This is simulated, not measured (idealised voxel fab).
The name of this process module is voxel wiring stack.
Section cut is 140 nm wide and gridded with 5 nm square cells.
In this document a cross-section is written as a grid of square cells. It is given as a series of bands, listed from the top down, and a band is one or more rows of cells. For a band, the entry starts with two heights in nm, that of the top and then that of the bottom, and carries on with the band's materials in order from left to right, each alongside its width in nm; the word "throughout" beside a single material means it fills the band edge to edge, and "empty" means empty space. The reference from which all heights are counted is 0, the level beneath which the as-received wafer is entirely one material; the lowest band, having no lower bound, proceeds downward and is written after the example "top 0, no bottom". It should be noted that a width expressed as "30->40" varies in equal increments from row to row of cells within the band, taking the value of the first number at the top row and that of the second number at the bottom row. Reading "everything unchanged" for a step: not a cell of the cross-section changed in it. Each empty space that has no open way to the top and spans at least 8 cells appears under "Sealed internal cavities" as width x height at distance, the distance counted from the left edge, all in nm. Heads up: the bit after the settings on a step's line is the simulator's remark on that step. "overlay nm" on a masked step: distance the mask lay right of its planned place, negative for left. Read the rest as pairs. Take the cross-section before one process step, then the cross-section after it, which shows only down to the lowest band that changed. Under the pair, find the step between them and its settings. Bear in mind that pairs may come from different runs of this module on the same starting wafer: link a pair to the pair above it only where its entry headed "Geometry before processing" says to.

Geometry before processing:
> top 100, bottom 85  lowk throughout
> top 85, bottom 80  SiCN throughout
> top 80, bottom 70  30 nm lowk; 15 nm Ru; 35 nm lowk; 15 nm Ru; 45 nm lowk
> top 70, bottom 65  30 nm SiCN; 15 nm Ru; 35 nm SiCN; 15 nm Ru; 45 nm SiCN
> top 65, bottom 55  30 nm SiO2; 5 nm TiN; 20 nm Cu; 5 nm TiN; 20 nm SiO2; 5 nm TiN; 20 nm Cu; 5 nm TiN; 30 nm SiO2
> top 55, bottom 50  30 nm SiO2; 5 nm TiN; 5 nm Cu; 20 nm TiN; 20 nm SiO2; 5 nm TiN; 5 nm Cu; 20 nm TiN; 30 nm SiO2
> top 50, bottom 35  30 nm SiO2; 5 nm TiN; 5 nm Cu; 5 nm TiN; 35 nm SiO2; 5 nm TiN; 5 nm Cu; 5 nm TiN; 45 nm SiO2
> top 35, bottom 30  30 nm SiCN; 15 nm TiN; 35 nm SiCN; 15 nm TiN; 45 nm SiCN
> top 30, bottom 15  30 nm lowk; 5 nm TiN; 20 nm Cu; 5 nm TiN; 20 nm lowk; 5 nm TiN; 20 nm Cu; 5 nm TiN; 30 nm lowk
> top 15, bottom 10  30 nm SiN; 30 nm TiN; 20 nm SiN; 30 nm TiN; 30 nm SiN
> top 10, bottom 0  SiO2 throughout
> top 0, no bottom  Si throughout
> Sealed internal cavities: none

Post-Process View:
> top 120, bottom 100  30 nm resist; 35 nm empty; 15 nm resist; 35 nm empty; 25 nm resist
> At heights below 100, the structure remains unaltered.
> Sealed internal cavities: none
So what happens between those two cross-sections up there? PATTERN | tone open | mask id METAL_3 | material resist | width nm 35 | pitch nm 50 | thk nm 20 | overlay nm 0

Geometry before processing: equal to the after panel directly above.

Post-Process View:
> top 120, bottom 100  30 nm resist; 35 nm empty; 15 nm resist; 35 nm empty; 25 nm resist
> top 100, bottom 85  30 nm lowk; 35 nm empty; 15 nm lowk; 35 nm empty; 25 nm lowk
> At heights below 85, the structure remains unaltered.
> Sealed internal cavities: none
So what happens between those two cross-sections up there? DIRECTIONAL_ETCH | etch materials lowk | depth nm 15

Geometry before processing: equal to the after panel directly above.

Post-Process View:
> top 120, bottom 100  30 nm resist; 35 nm empty; 15 nm resist; 35 nm empty; 25 nm resist
> top 100, bottom 85  30 nm lowk; 35 nm empty; 15 nm lowk; 35 nm empty; 25 nm lowk
> top 85, bottom 80  30 nm SiCN; 35 nm empty; 15 nm SiCN; 35 nm empty; 25 nm SiCN
> At heights below 80, the structure remains unaltered.
> Sealed internal cavities: none
So what happens between those two cross-sections up there? DIRECTIONAL_ETCH | etch materials SiCN | depth nm 5

Geometry before processing: equal to the after panel directly above.

Post-Process View:
> top 100, bottom 85  30 nm lowk; 35 nm empty; 15 nm lowk; 35 nm empty; 25 nm lowk
> At heights below 85, the structure remains unaltered.
> Sealed internal cavities: none
So what happens between those two cross-sections up there? STRIP | etch materials resist

Geometry before processing: equal to the after panel directly above.

Post-Process View:
> top 105, bottom 100  35 nm TiN; 25 nm empty; 25 nm TiN; 25 nm empty; 30 nm TiN
> top 100, bottom 85  30 nm lowk; 5 nm TiN; 25 nm empty; 5 nm TiN; 15 nm lowk; 5 nm TiN; 25 nm empty; 5 nm TiN; 25 nm lowk
> top 85, bottom 80  30 nm SiCN; 35 nm TiN; 15 nm SiCN; 35 nm TiN; 25 nm SiCN
> At heights below 80, the structure remains unaltered.
> Sealed internal cavities: none
So what happens between those two cross-sections up there? CONFORMAL_DEP | material TiN | thk nm 5

Geometry before processing: equal to the after panel directly above.

Post-Process View:
> top 110, bottom 105  Ru throughout
> top 105, bottom 100  35 nm TiN; 25 nm Ru; 25 nm TiN; 25 nm Ru; 30 nm TiN
> top 100, bottom 85  30 nm lowk; 5 nm TiN; 25 nm Ru; 5 nm TiN; 15 nm lowk; 5 nm TiN; 25 nm Ru; 5 nm TiN; 25 nm lowk
> At heights below 85, the structure remains unaltered.
> Sealed internal cavities: none
So what happens between those two cross-sections up there? FILL_DEP | material Ru | thk nm 5

Geometry before processing: equal to the after panel directly above.

Post-Process View:
> top 100, bottom 85  30 nm lowk; 5 nm TiN; 25 nm Ru; 5 nm TiN; 15 nm lowk; 5 nm TiN; 25 nm Ru; 5 nm TiN; 25 nm lowk
> At heights below 85, the structure remains unaltered.
> Sealed internal cavities: none
So what happens between those two cross-sections up there? CMP | height nm 100

Geometry before processing: equal to the after panel directly above.

Post-Process View:
> top 105, bottom 100  25 nm empty; 45 nm Ru; 5 nm empty; 45 nm Ru; 20 nm empty
> At heights below 100, the structure remains unaltered.
> Sealed internal cavities: none
So what happens between those two cross-sections up there? EPI | material Ru | thk nm 5

Geometry before processing: equal to the after panel directly above.

Post-Process View:
> top 110, bottom 105  SiCN throughout
> top 105, bottom 100  25 nm SiCN; 45 nm Ru; 5 nm SiCN; 45 nm Ru; 20 nm SiCN
> At heights below 100, the structure remains unaltered.
> Sealed internal cavities: none
So what happens between those two cross-sections up there? FILL_DEP | material SiCN | thk nm 5

Geometry before processing: equal to the after panel directly above.

Post-Process View:
> top 140, bottom 110  lowk throughout
> At heights below 110, the structure remains unaltered.
> Sealed internal cavities: none
So what happens between those two cross-sections up there? DIRECTIONAL_DEP | material lowk | thk nm 30

Geometry before processing: equal to the after panel directly above.

Post-Process View:
> top 160, bottom 140  30 nm resist; 15 nm empty; 95 nm resist
> At heights below 140, the structure remains unaltered.
> Sealed internal cavities: none
So what happens between those two cross-sections up there? PATTERN | tone open | mask id METAL_4_HOLES | material resist | width nm 15 | thk nm 20 | overlay nm 0

Geometry before processing: equal to the after panel directly above.

Post-Process View:
> top 160, bottom 140  30 nm resist; 15 nm empty; 95 nm resist
> top 140, bottom 110  30 nm lowk; 15 nm empty; 95 nm lowk
> At heights below 110, the structure remains unaltered.
> Sealed internal cavities: none
So what happens between those two cross-sections up there? DIRECTIONAL_ETCH | etch materials lowk | depth nm 30

Geometry before processing: equal to the after panel directly above.

Post-Process View:
> top 140, bottom 110  30 nm lowk; 15 nm empty; 95 nm lowk
> At heights below 110, the structure remains unaltered.
> Sealed internal cavities: none
So what happens between those two cross-sections up there? STRIP | etch materials resist

Geometry before processing: equal to the after panel directly above.

Post-Process View:
> top 155, bottom 140  30 nm resist; 30 nm empty; 20 nm resist; 30 nm empty; 30 nm resist
> At heights below 140, the structure remains unaltered.
> Sealed internal cavities: none
So what happens between those two cross-sections up there? PATTERN | tone open | mask id METAL_4 | material resist | width nm 30 | pitch nm 50 | thk nm 15 | overlay nm 0

Geometry before processing: equal to the after panel directly above.

Post-Process View:
> top 155, bottom 140  30 nm resist; 30 nm empty; 20 nm resist; 30 nm empty; 30 nm resist
> top 140, bottom 125  30 nm lowk; 30 nm empty; 20 nm lowk; 30 nm empty; 30 nm lowk
> At heights below 125, the structure remains unaltered.
> Sealed internal cavities: none
So what happens between those two cross-sections up there? DIRECTIONAL_ETCH | etch materials lowk | depth nm 15

Geometry before processing: equal to the after panel directly above.

Post-Process View:
> top 155, bottom 140  30 nm resist; 30 nm empty; 20 nm resist; 30 nm empty; 30 nm resist
> top 140, bottom 125  30 nm lowk; 30 nm empty; 20 nm lowk; 30 nm empty; 30 nm lowk
> top 125, bottom 110  30 nm lowk; 15 nm empty; 95 nm lowk
> top 110, bottom 105  30 nm SiCN; 15 nm empty; 95 nm SiCN
> At heights below 105, the structure remains unaltered.
> Sealed internal cavities: none
So what happens between those two cross-sections up there? DIRECTIONAL_ETCH | etch materials SiCN | depth nm 5

Geometry before processing: equal to the after panel directly above.

Post-Process View:
> top 140, bottom 125  30 nm lowk; 30 nm empty; 20 nm lowk; 30 nm empty; 30 nm lowk
> At heights below 125, the structure remains unaltered.
> Sealed internal cavities: none
So what happens between those two cross-sections up there? STRIP | etch materials resist

Geometry before processing: equal to the after panel directly above.

Post-Process View:
> top 145, bottom 140  35 nm TiN; 20 nm empty; 30 nm TiN; 20 nm empty; 35 nm TiN
> top 140, bottom 130  30 nm lowk; 5 nm TiN; 20 nm empty; 5 nm TiN; 20 nm lowk; 5 nm TiN; 20 nm empty; 5 nm TiN; 30 nm lowk
> top 130, bottom 125  30 nm lowk; 5 nm TiN; 5 nm empty; 20 nm TiN; 20 nm lowk; 30 nm TiN; 30 nm lowk
> top 125, bottom 110  30 nm lowk; 5 nm TiN; 5 nm empty; 5 nm TiN; 95 nm lowk
> top 110, bottom 105  30 nm SiCN; 15 nm TiN; 95 nm SiCN
> At heights below 105, the structure remains unaltered.
> Sealed internal cavities: none
So what happens between those two cross-sections up there? CONFORMAL_DEP | material TiN | thk nm 5

Geometry before processing: equal to the after panel directly above.

Post-Process View:
> top 155, bottom 145  Cu throughout
> top 145, bottom 140  35 nm TiN; 20 nm Cu; 30 nm TiN; 20 nm Cu; 35 nm TiN
> top 140, bottom 130  30 nm lowk; 5 nm TiN; 20 nm Cu; 5 nm TiN; 20 nm lowk; 5 nm TiN; 20 nm Cu; 5 nm TiN; 30 nm lowk
> top 130, bottom 125  30 nm lowk; 5 nm TiN; 5 nm Cu; 20 nm TiN; 20 nm lowk; 30 nm TiN; 30 nm lowk
> top 125, bottom 110  30 nm lowk; 5 nm TiN; 5 nm Cu; 5 nm TiN; 95 nm lowk
> At heights below 110, the structure remains unaltered.
> Sealed internal cavities: none
So what happens between those two cross-sections up there? FILL_DEP | material Cu | thk nm 10

Geometry before processing: equal to the after panel directly above.

Post-Process View:
> top 140, bottom 130  30 nm lowk; 5 nm TiN; 20 nm Cu; 5 nm TiN; 20 nm lowk; 5 nm TiN; 20 nm Cu; 5 nm TiN; 30 nm lowk
> At heights below 130, the structure remains unaltered.
> Sealed internal cavities: none
So what happens between those two cross-sections up there? CMP | height nm 140

Geometry before processing: equal to the after panel directly above.

Post-Process View:
> top 145, bottom 140  SiN throughout
> At heights below 140, the structure remains unaltered.
> Sealed internal cavities: none
So what happens between those two cross-sections up there? CONFORMAL_DEP | material SiN | thk nm 5

Geometry before processing:
> top 30, bottom 15  lowk throughout
> top 15, bottom 10  SiN throughout
> top 10, bottom 0  SiO2 throughout
> top 0, no bottom  Si throughout
> Sealed internal cavities: none

Post-Process View:
> top 50, bottom 30  35 nm resist; 30 nm empty; 20 nm resist; 30 nm empty; 25 nm resist
> At heights below 30, the structure remains unaltered.
> Sealed internal cavities: none
So what happens between those two cross-sections up there? PATTERN | tone open | mask id METAL_1 | material resist | width nm 30 | pitch nm 50 | thk nm 20 | overlay nm 5

Geometry before processing: equal to the after panel directly above.

Post-Process View:
> top 50, bottom 30  35 nm resist; 30 nm empty; 20 nm resist; 30 nm empty; 25 nm resist
> top 30, bottom 15  35 nm lowk; 30 nm empty; 20 nm lowk; 30 nm empty; 25 nm lowk
> At heights below 15, the structure remains unaltered.
> Sealed internal cavities: none
So what happens between those two cross-sections up there? DIRECTIONAL_ETCH | etch materials lowk | depth nm 15

Geometry before processing: equal to the after panel directly above.

Post-Process View:
> top 50, bottom 30  35 nm resist; 30 nm empty; 20 nm resist; 30 nm empty; 25 nm resist
> top 30, bottom 15  35 nm lowk; 30 nm empty; 20 nm lowk; 30 nm empty; 25 nm lowk
> top 15, bottom 10  35 nm SiN; 30 nm empty; 20 nm SiN; 30 nm empty; 25 nm SiN
> At heights below 10, the structure remains unaltered.
> Sealed internal cavities: none
So what happens between those two cross-sections up there? DIRECTIONAL_ETCH | etch materials SiN | depth nm 5

Geometry before processing: equal to the after panel directly above.

Post-Process View:
> top 30, bottom 15  35 nm lowk; 30 nm empty; 20 nm lowk; 30 nm empty; 25 nm lowk
> At heights below 15, the structure remains unaltered.
> Sealed internal cavities: none
So what happens between those two cross-sections up there? STRIP | etch materials resist

Geometry before processing: equal to the after panel directly above.

Post-Process View:
> top 35, bottom 30  40 nm TiN; 20 nm empty; 30 nm TiN; 20 nm empty; 30 nm TiN
> top 30, bottom 15  35 nm lowk; 5 nm TiN; 20 nm empty; 5 nm TiN; 20 nm lowk; 5 nm TiN; 20 nm empty; 5 nm TiN; 25 nm lowk
> top 15, bottom 10  35 nm SiN; 30 nm TiN; 20 nm SiN; 30 nm TiN; 25 nm SiN
> At heights below 10, the structure remains unaltered.
> Sealed internal cavities: none
So what happens between those two cross-sections up there? CONFORMAL_DEP | material TiN | thk nm 5

Geometry before processing: equal to the after panel directly above.

Post-Process View:
> top 40, bottom 35  Cu throughout
> top 35, bottom 30  40 nm TiN; 20 nm Cu; 30 nm TiN; 20 nm Cu; 30 nm TiN
> top 30, bottom 15  35 nm lowk; 5 nm TiN; 20 nm Cu; 5 nm TiN; 20 nm lowk; 5 nm TiN; 20 nm Cu; 5 nm TiN; 25 nm lowk
> At heights below 15, the structure remains unaltered.
> Sealed internal cavities: none
So what happens between those two cross-sections up there? FILL_DEP | material Cu | thk nm 5

Geometry before processing: equal to the after panel directly above.

Post-Process View:
> top 30, bottom 15  35 nm lowk; 5 nm TiN; 20 nm Cu; 5 nm TiN; 20 nm lowk; 5 nm TiN; 20 nm Cu; 5 nm TiN; 25 nm lowk
> At heights below 15, the structure remains unaltered.
> Sealed internal cavities: none
So what happens between those two cross-sections up there? CMP | height nm 30

Geometry before processing: equal to the after panel directly above.

Post-Process View:
> top 35, bottom 30  SiCN throughout
> At heights below 30, the structure remains unaltered.
> Sealed internal cavities: none
So what happens between those two cross-sections up there? CONFORMAL_DEP | material SiCN | thk nm 5

Geometry before processing: equal to the after panel directly above.

Post-Process View:
> top 65, bottom 35  SiO2 throughout
> At heights below 35, the structure remains unaltered.
> Sealed internal cavities: none
So what happens between those two cross-sections up there? DIRECTIONAL_DEP | material SiO2 | thk nm 30

Geometry before processing: equal to the after panel directly above.

Post-Process View:
> top 65, bottom 35  30 nm SiO2; 15 nm empty; 35 nm SiO2; 15 nm empty; 45 nm SiO2
> At heights below 35, the structure remains unaltered.
> Sealed internal cavities: none
So what happens between those two cross-sections up there? MASKED_ETCH | tone open | mask id METAL_2_HOLES | width nm 15 | pitch nm 50 | etch materials SiO2 | depth nm 30 | overlay nm 0

Geometry before processing: equal to the after panel directly above.

Post-Process View:
> top 80, bottom 65  30 nm aC; 15 nm empty; 35 nm aC; 15 nm empty; 45 nm aC
> top 65, bottom 50  30 nm SiO2; 15 nm empty; 35 nm SiO2; 15 nm empty; 45 nm SiO2
> top 50, bottom 35  30 nm SiO2; 15 nm aC; 35 nm SiO2; 15 nm aC; 45 nm SiO2
> At heights below 35, the structure remains unaltered.
> Sealed internal cavities: none
So what happens between those two cross-sections up there? DIRECTIONAL_DEP | material aC | thk nm 15

Geometry before processing: equal to the after panel directly above.

Post-Process View:
> top 110, bottom 80  30 nm resist; 30 nm empty; 20 nm resist; 30 nm empty; 30 nm resist
> At heights below 80, the structure remains unaltered.
> Sealed internal cavities: none
So what happens between those two cross-sections up there? PATTERN | tone open | mask id METAL_2 | material resist | width nm 30 | pitch nm 50 | thk nm 30 | overlay nm 0

Geometry before processing: equal to the after panel directly above.

Post-Process View:
> top 95, bottom 80  30 nm resist; 30 nm empty; 20 nm resist; 30 nm empty; 30 nm resist
> top 80, bottom 65  30 nm aC; 30 nm empty; 20 nm aC; 30 nm empty; 30 nm aC
> top 65, bottom 35  30 nm SiO2; 15 nm empty; 35 nm SiO2; 15 nm empty; 45 nm SiO2
> At heights below 35, the structure remains unaltered.
> Sealed internal cavities: none
So what happens between those two cross-sections up there? DIRECTIONAL_ETCH | etch materials aC | depth nm 15

Geometry before processing: equal to the after panel directly above.

Post-Process View:
> top 80, bottom 65  30 nm aC; 30 nm empty; 20 nm aC; 30 nm empty; 30 nm aC
> At heights below 65, the structure remains unaltered.
> Sealed internal cavities: none
So what happens between those two cross-sections up there? STRIP | etch materials resist

Geometry before processing: equal to the after panel directly above.

Post-Process View:
> top 80, bottom 65  30 nm aC; 30 nm empty; 20 nm aC; 30 nm empty; 30 nm aC
> top 65, bottom 50  30 nm SiO2; 30 nm empty; 20 nm SiO2; 30 nm empty; 30 nm SiO2
> At heights below 50, the structure remains unaltered.
> Sealed internal cavities: none
So what happens between those two cross-sections up there? DIRECTIONAL_ETCH | etch materials SiO2 | depth nm 15

Geometry before processing: equal to the after panel directly above.

Post-Process View:
> top 80, bottom 65  30 nm aC; 30 nm empty; 20 nm aC; 30 nm empty; 30 nm aC
> top 65, bottom 50  30 nm SiO2; 30 nm empty; 20 nm SiO2; 30 nm empty; 30 nm SiO2
> top 50, bottom 35  30 nm SiO2; 15 nm empty; 35 nm SiO2; 15 nm empty; 45 nm SiO2
> top 35, bottom 30  30 nm SiCN; 15 nm empty; 35 nm SiCN; 15 nm empty; 45 nm SiCN
> At heights below 30, the structure remains unaltered.
> Sealed internal cavities: none
So what happens between those two cross-sections up there? DIRECTIONAL_ETCH | etch materials SiCN | depth nm 5

Geometry before processing: equal to the after panel directly above.

Post-Process View:
> top 65, bottom 50  30 nm SiO2; 30 nm empty; 20 nm SiO2; 30 nm empty; 30 nm SiO2
> At heights below 50, the structure remains unaltered.
> Sealed internal cavities: none
So what happens between those two cross-sections up there? STRIP | etch materials aC

Geometry before processing: equal to the after panel directly above.

Post-Process View:
> top 70, bottom 65  35 nm TiN; 20 nm empty; 30 nm TiN; 20 nm empty; 35 nm TiN
> top 65, bottom 55  30 nm SiO2; 5 nm TiN; 20 nm empty; 5 nm TiN; 20 nm SiO2; 5 nm TiN; 20 nm empty; 5 nm TiN; 30 nm SiO2
> top 55, bottom 50  30 nm SiO2; 5 nm TiN; 5 nm empty; 20 nm TiN; 20 nm SiO2; 5 nm TiN; 5 nm empty; 20 nm TiN; 30 nm SiO2
> top 50, bottom 35  30 nm SiO2; 5 nm TiN; 5 nm empty; 5 nm TiN; 35 nm SiO2; 5 nm TiN; 5 nm empty; 5 nm TiN; 45 nm SiO2
> top 35, bottom 30  30 nm SiCN; 15 nm TiN; 35 nm SiCN; 15 nm TiN; 45 nm SiCN
> At heights below 30, the structure remains unaltered.
> Sealed internal cavities: none
So what happens between those two cross-sections up there? CONFORMAL_DEP | material TiN | thk nm 5

Geometry before processing: equal to the after panel directly above.

Post-Process View:
> top 75, bottom 70  Cu throughout
> top 70, bottom 65  35 nm TiN; 20 nm Cu; 30 nm TiN; 20 nm Cu; 35 nm TiN
> top 65, bottom 55  30 nm SiO2; 5 nm TiN; 20 nm Cu; 5 nm TiN; 20 nm SiO2; 5 nm TiN; 20 nm Cu; 5 nm TiN; 30 nm SiO2
> top 55, bottom 50  30 nm SiO2; 5 nm TiN; 5 nm Cu; 20 nm TiN; 20 nm SiO2; 5 nm TiN; 5 nm Cu; 20 nm TiN; 30 nm SiO2
> top 50, bottom 35  30 nm SiO2; 5 nm TiN; 5 nm Cu; 5 nm TiN; 35 nm SiO2; 5 nm TiN; 5 nm Cu; 5 nm TiN; 45 nm SiO2
> At heights below 35, the structure remains unaltered.
> Sealed internal cavities: none
So what happens between those two cross-sections up there? FILL_DEP | material Cu | thk nm 5

Geometry before processing: equal to the after panel directly above.

Post-Process View:
> top 65, bottom 55  30 nm SiO2; 5 nm TiN; 20 nm Cu; 5 nm TiN; 20 nm SiO2; 5 nm TiN; 20 nm Cu; 5 nm TiN; 30 nm SiO2
> At heights below 55, the structure remains unaltered.
> Sealed internal cavities: none
So what happens between those two cross-sections up there? CMP | height nm 65

Geometry before processing: equal to the after panel directly above.

Post-Process View:
> top 70, bottom 65  SiCN throughout
> At heights below 65, the structure remains unaltered.
> Sealed internal cavities: none
So what happens between those two cross-sections up there? CONFORMAL_DEP | material SiCN | thk nm 5

Geometry before processing: equal to the after panel directly above.

Post-Process View:
> top 80, bottom 70  lowk throughout
> At heights below 70, the structure remains unaltered.
> Sealed internal cavities: none
So what happens between those two cross-sections up there? DIRECTIONAL_DEP | material lowk | thk nm 10

Geometry before processing: equal to the after panel directly above.

Post-Process View:
> top 95, bottom 80  30 nm resist; 15 nm empty; 35 nm resist; 15 nm empty; 45 nm resist
> At heights below 80, the structure remains unaltered.
> Sealed internal cavities: none
So what happens between those two cross-sections up there? PATTERN | tone open | mask id PLUG_2 | material resist | width nm 15 | pitch nm 50 | thk nm 15 | overlay nm 0

Geometry before processing: equal to the after panel directly above.

Post-Process View:
> top 95, bottom 80  30 nm resist; 15 nm empty; 35 nm resist; 15 nm empty; 45 nm resist
> top 80, bottom 70  30 nm lowk; 15 nm empty; 35 nm lowk; 15 nm empty; 45 nm lowk
> At heights below 70, the structure remains unaltered.
> Sealed internal cavities: none
So what happens between those two cross-sections up there? DIRECTIONAL_ETCH | etch materials lowk | depth nm 10

Geometry before processing: equal to the after panel directly above.

Post-Process View:
> top 95, bottom 80  30 nm resist; 15 nm empty; 35 nm resist; 15 nm empty; 45 nm resist
> top 80, bottom 70  30 nm lowk; 15 nm empty; 35 nm lowk; 15 nm empty; 45 nm lowk
> top 70, bottom 65  30 nm SiCN; 15 nm empty; 35 nm SiCN; 15 nm empty; 45 nm SiCN
> At heights below 65, the structure remains unaltered.
> Sealed internal cavities: none
So what happens between those two cross-sections up there? DIRECTIONAL_ETCH | etch materials SiCN | depth nm 5

Geometry before processing: equal to the after panel directly above.

Post-Process View:
> top 80, bottom 70  30 nm lowk; 15 nm empty; 35 nm lowk; 15 nm empty; 45 nm lowk
> At heights below 70, the structure remains unaltered.
> Sealed internal cavities: none
So what happens between those two cross-sections up there? STRIP | etch materials resist

Geometry before processing: equal to the after panel directly above.

Post-Process View:
> top 80, bottom 75  30 nm lowk; 15 nm empty; 35 nm lowk; 15 nm empty; 45 nm lowk
> top 75, bottom 70  30 nm lowk; 15 nm Ru; 35 nm lowk; 15 nm Ru; 45 nm lowk
> top 70, bottom 65  30 nm SiCN; 15 nm Ru; 35 nm SiCN; 15 nm Ru; 45 nm SiCN
> At heights below 65, the structure remains unaltered.
> Sealed internal cavities: none
So what happens between those two cross-sections up there? EPI | material Ru | thk nm 10

Geometry before processing: equal to the after panel directly above.

Post-Process View:
> top 80, bottom 70  30 nm lowk; 15 nm Ru; 35 nm lowk; 15 nm Ru; 45 nm lowk
> At heights below 70, the structure remains unaltered.
> Sealed internal cavities: none
So what happens between those two cross-sections up there? EPI | material Ru | thk nm 5

Geometry before processing: equal to the after panel directly above.

Post-Process View:
> top 85, bottom 80  SiCN throughout
> At heights below 80, the structure remains unaltered.
> Sealed internal cavities: none
So what happens between those two cross-sections up there? CONFORMAL_DEP | material SiCN | thk nm 5

Geometry before processing: equal to the after panel directly above.

Post-Process View:
> top 100, bottom 85  lowk throughout
> At heights below 85, the structure remains unaltered.
> Sealed internal cavities: none
So what happens between those two cross-sections up there? DIRECTIONAL_DEP | material lowk | thk nm 15

Geometry before processing: equal to the after panel directly above.

Post-Process View:
> top 120, bottom 100  30 nm resist; 30 nm empty; 20 nm resist; 30 nm empty; 30 nm resist
> At heights below 100, the structure remains unaltered.
> Sealed internal cavities: none
So what happens between those two cross-sections up there? PATTERN | tone open | mask id METAL_3 | material resist | width nm 30 | pitch nm 50 | thk nm 20 | overlay nm 0

Geometry before processing: equal to the after panel directly above.

Post-Process View:
> top 120, bottom 100  30 nm resist; 30 nm empty; 20 nm resist; 30 nm empty; 30 nm resist
> top 100, bottom 85  30 nm lowk; 30 nm empty; 20 nm lowk; 30 nm empty; 30 nm lowk
> At heights below 85, the structure remains unaltered.
> Sealed internal cavities: none
So what happens between those two cross-sections up there? DIRECTIONAL_ETCH | etch materials lowk | depth nm 15

Geometry before processing: equal to the after panel directly above.

Post-Process View:
> top 120, bottom 100  30 nm resist; 30 nm empty; 20 nm resist; 30 nm empty; 30 nm resist
> top 100, bottom 85  30 nm lowk; 30 nm empty; 20 nm lowk; 30 nm empty; 30 nm lowk
> top 85, bottom 80  30 nm SiCN; 30 nm empty; 20 nm SiCN; 30 nm empty; 30 nm SiCN
> At heights below 80, the structure remains unaltered.
> Sealed internal cavities: none
So what happens between those two cross-sections up there? DIRECTIONAL_ETCH | etch materials SiCN | depth nm 5

Geometry before processing: equal to the after panel directly above.

Post-Process View:
> top 100, bottom 85  30 nm lowk; 30 nm empty; 20 nm lowk; 30 nm empty; 30 nm lowk
> At heights below 85, the structure remains unaltered.
> Sealed internal cavities: none
So what happens between those two cross-sections up there? STRIP | etch materials resist

Geometry before processing: equal to the after panel directly above.

Post-Process View:
> top 105, bottom 100  35 nm TiN; 20 nm empty; 30 nm TiN; 20 nm empty; 35 nm TiN
> top 100, bottom 85  30 nm lowk; 5 nm TiN; 20 nm empty; 5 nm TiN; 20 nm lowk; 5 nm TiN; 20 nm empty; 5 nm TiN; 30 nm lowk
> top 85, bottom 80  30 nm SiCN; 30 nm TiN; 20 nm SiCN; 30 nm TiN; 30 nm SiCN
> At heights below 80, the structure remains unaltered.
> Sealed internal cavities: none
So what happens between those two cross-sections up there? CONFORMAL_DEP | material TiN | thk nm 5

Geometry before processing: equal to the after panel directly above.

Post-Process View:
> top 110, bottom 105  Ru throughout
> top 105, bottom 100  35 nm TiN; 20 nm Ru; 30 nm TiN; 20 nm Ru; 35 nm TiN
> top 100, bottom 85  30 nm lowk; 5 nm TiN; 20 nm Ru; 5 nm TiN; 20 nm lowk; 5 nm TiN; 20 nm Ru; 5 nm TiN; 30 nm lowk
> At heights below 85, the structure remains unaltered.
> Sealed internal cavities: none
So what happens between those two cross-sections up there? FILL_DEP | material Ru | thk nm 5

Geometry before processing: equal to the after panel directly above.

Post-Process View:
> top 100, bottom 85  30 nm lowk; 5 nm TiN; 20 nm Ru; 5 nm TiN; 20 nm lowk; 5 nm TiN; 20 nm Ru; 5 nm TiN; 30 nm lowk
> At heights below 85, the structure remains unaltered.
> Sealed internal cavities: none
So what happens between those two cross-sections up there? CMP | height nm 100

Geometry before processing: equal to the after panel directly above.

Post-Process View:
> top 105, bottom 100  25 nm empty; 40 nm Ru; 10 nm empty; 40 nm Ru; 25 nm empty
> At heights below 100, the structure remains unaltered.
> Sealed internal cavities: none
So what happens between those two cross-sections up there? EPI | material Ru | thk nm 5

Geometry before processing: equal to the after panel directly above.

Post-Process View:
> top 110, bottom 105  SiCN throughout
> top 105, bottom 100  25 nm SiCN; 40 nm Ru; 10 nm SiCN; 40 nm Ru; 25 nm SiCN
> At heights below 100, the structure remains unaltered.
> Sealed internal cavities: none
So what happens between those two cross-sections up there? FILL_DEP | material SiCN | thk nm 5

Geometry before processing: equal to the after panel directly above.

Post-Process View:
> top 140, bottom 110  lowk throughout
> At heights below 110, the structure remains unaltered.
> Sealed internal cavities: none
So what happens between those two cross-sections up there? DIRECTIONAL_DEP | material lowk | thk nm 30

Geometry before processing: equal to the after panel directly above.

Post-Process View:
> top 160, bottom 140  30 nm resist; 15 nm empty; 95 nm resist
> At heights below 140, the structure remains unaltered.
> Sealed internal cavities: none
So what happens between those two cross-sections up there? PATTERN | tone open | mask id METAL_4_HOLES | material resist | width nm 15 | thk nm 20 | overlay nm 0

Geometry before processing: equal to the after panel directly above.

Post-Process View:
> top 160, bottom 140  30 nm resist; 15 nm empty; 95 nm resist
> top 140, bottom 110  30 nm lowk; 15 nm empty; 95 nm lowk
> At heights below 110, the structure remains unaltered.
> Sealed internal cavities: none
So what happens between those two cross-sections up there? DIRECTIONAL_ETCH | etch materials lowk | depth nm 30

Geometry before processing: equal to the after panel directly above.

Post-Process View:
> top 140, bottom 110  30 nm lowk; 15 nm empty; 95 nm lowk
> At heights below 110, the structure remains unaltered.
> Sealed internal cavities: none
So what happens between those two cross-sections up there? STRIP | etch materials resist

Geometry before processing: equal to the after panel directly above.

Post-Process View:
> top 155, bottom 140  30 nm resist; 30 nm empty; 20 nm resist; 30 nm empty; 30 nm resist
> At heights below 140, the structure remains unaltered.
> Sealed internal cavities: none
So what happens between those two cross-sections up there? PATTERN | tone open | mask id METAL_4 | material resist | width nm 30 | pitch nm 50 | thk nm 15 | overlay nm 0

Geometry before processing: equal to the after panel directly above.

Post-Process View:
> top 155, bottom 140  30 nm resist; 30 nm empty; 20 nm resist; 30 nm empty; 30 nm resist
> top 140, bottom 125  30 nm lowk; 30 nm empty; 20 nm lowk; 30 nm empty; 30 nm lowk
> At heights below 125, the structure remains unaltered.
> Sealed internal cavities: none
So what happens between those two cross-sections up there? DIRECTIONAL_ETCH | etch materials lowk | depth nm 15

Geometry before processing: equal to the after panel directly above.

Post-Process View:
> top 155, bottom 140  30 nm resist; 30 nm empty; 20 nm resist; 30 nm empty; 30 nm resist
> top 140, bottom 125  30 nm lowk; 30 nm empty; 20 nm lowk; 30 nm empty; 30 nm lowk
> top 125, bottom 110  30 nm lowk; 15 nm empty; 95 nm lowk
> top 110, bottom 105  30 nm SiCN; 15 nm empty; 95 nm SiCN
> At heights below 105, the structure remains unaltered.
> Sealed internal cavities: none
So what happens between those two cross-sections up there? DIRECTIONAL_ETCH | etch materials SiCN | depth nm 5

Geometry before processing: equal to the after panel directly above.

Post-Process View:
> top 140, bottom 125  30 nm lowk; 30 nm empty; 20 nm lowk; 30 nm empty; 30 nm lowk
> At heights below 125, the structure remains unaltered.
> Sealed internal cavities: none
So what happens between those two cross-sections up there? STRIP | etch materials resist
